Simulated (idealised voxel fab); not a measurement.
Proc. module: voxel fin reveal
Section shown: cut. Width: 160 nm. Cell size: 5 nm, square.
Throughout this document, each cross-section is represented as a grid of square cells and is presented as a sequence of bands enumerated from the top downward, where a band comprises one or more rows of cells. Heights first: top, then bottom, in nm. Then materials, left to right, each with a width in nm. "edge to edge" on a single material: fills the band edge to edge. "air": empty space. Ref level 0: as-received wafer is one material below here. Bottom band extends down with no lower bound ("0..down"). The expression "30..40" gives the width at the extremes of the band, the first number at its top row of cells and the second at its bottom row, with the width changing by equal amounts from each row to the next in between. You'll sometimes find "changes: none" written for a step, and that's the way of saying that nowhere in the cross-section did a cell change during that step. "Closed-off voids" contains a list of empty spaces, each no smaller than 8 cells and without an open way to the top, written in the form width x height at distance with the distance from the left edge and all three in nm. The remark found on a step's line after its settings is issued by the simulator itself and pertains to that step. On any step carrying a mask, the "overlay nm" setting, if present on the step's line, tells how far right of its planned place the mask lay; negative values point to the left.

**This section lists the process steps that were planned**
1) RECEIVE | material Si
2) CONFORMAL_DEP | material SiN | thk nm 5
3) DIRECTIONAL_DEP | material aC | thk nm 15
4) PATTERN | tone cover | mask id FINS | material resist | width nm 15 | pitch nm 35 | thk nm 35 | overlay nm 0
5) DIRECTIONAL_ETCH | etch materials aC | depth nm 15
6) STRIP | etch materials resist
7) DIRECTIONAL_ETCH | etch materials SiN | depth nm 5
8) DIRECTIONAL_ETCH | etch materials Si | depth nm 30
9) STRIP | etch materials aC
10) OXIDIZE | depth nm 5
11) FILL_DEP | material SiO2 | thk nm 10
12) CMP | height nm 5
13) SELECTIVE_ETCH | etch materials SiO2 | depth nm 15
14) STRIP | etch materials SiN
15) CONFORMAL_DEP | material SiO2 | thk nm 5

**As received (post step 1): cross-section**
* 0..down | Si edge to edge
* Closed-off voids: none

**Looking at the first of two wafers in cross-section at end of module - ran to plan**
* 5..0 | 20 nm air, 15 nm SiO2, 20 nm air, 15 nm SiO2, 20 nm air, 15 nm SiO2, 20 nm air, 15 nm SiO2, 20 nm air
* 0..-5 | 20 nm air, 5 nm SiO2, 5 nm Si, 5 nm SiO2, 20 nm air, 5 nm SiO2, 5 nm Si, 5 nm SiO2, 20 nm air, 5 nm SiO2, 5 nm Si, 5 nm SiO2, 20 nm air, 5 nm SiO2, 5 nm Si, 5 nm SiO2, 20 nm air
* -5..-35 | 25 nm SiO2, 5 nm Si, 30 nm SiO2, 5 nm Si, 30 nm SiO2, 5 nm Si, 30 nm SiO2, 5 nm Si, 25 nm SiO2
* -35..down | Si edge to edge
* Closed-off voids: none

**Wafer two, sectioned after the module: the first wafer's start, the first wafer's plan, and one mistake in how it was run**
* 5..0 | 20 nm air, 20 nm SiO2, 15 nm air, 20 nm SiO2, 15 nm air, 20 nm SiO2, 15 nm air, 20 nm SiO2, 15 nm air
* 0..-5 | 20 nm air, 5 nm SiO2, 10 nm Si, 5 nm SiO2, 15 nm air, 5 nm SiO2, 10 nm Si, 5 nm SiO2, 15 nm air, 5 nm SiO2, 10 nm Si, 5 nm SiO2, 15 nm air, 5 nm SiO2, 10 nm Si, 5 nm SiO2, 15 nm air
* -5..-35 | 25 nm SiO2, 10 nm Si, 25 nm SiO2, 10 nm Si, 25 nm SiO2, 10 nm Si, 25 nm SiO2, 10 nm Si, 20 nm SiO2
* -35..down | Si edge to edge
* Closed-off voids: none
Where did the run depart from the plan? step 4, actual vs plan mismatch, actual run PATTERN | tone cover | mask id FINS | material resist | width nm 20 | pitch nm 35 | thk nm 35 | overlay nm 0
Once processing is complete, comparing cell counts shows that the second wafer has more or fewer of certain materials than the first: Si +28 | SiO2 -20
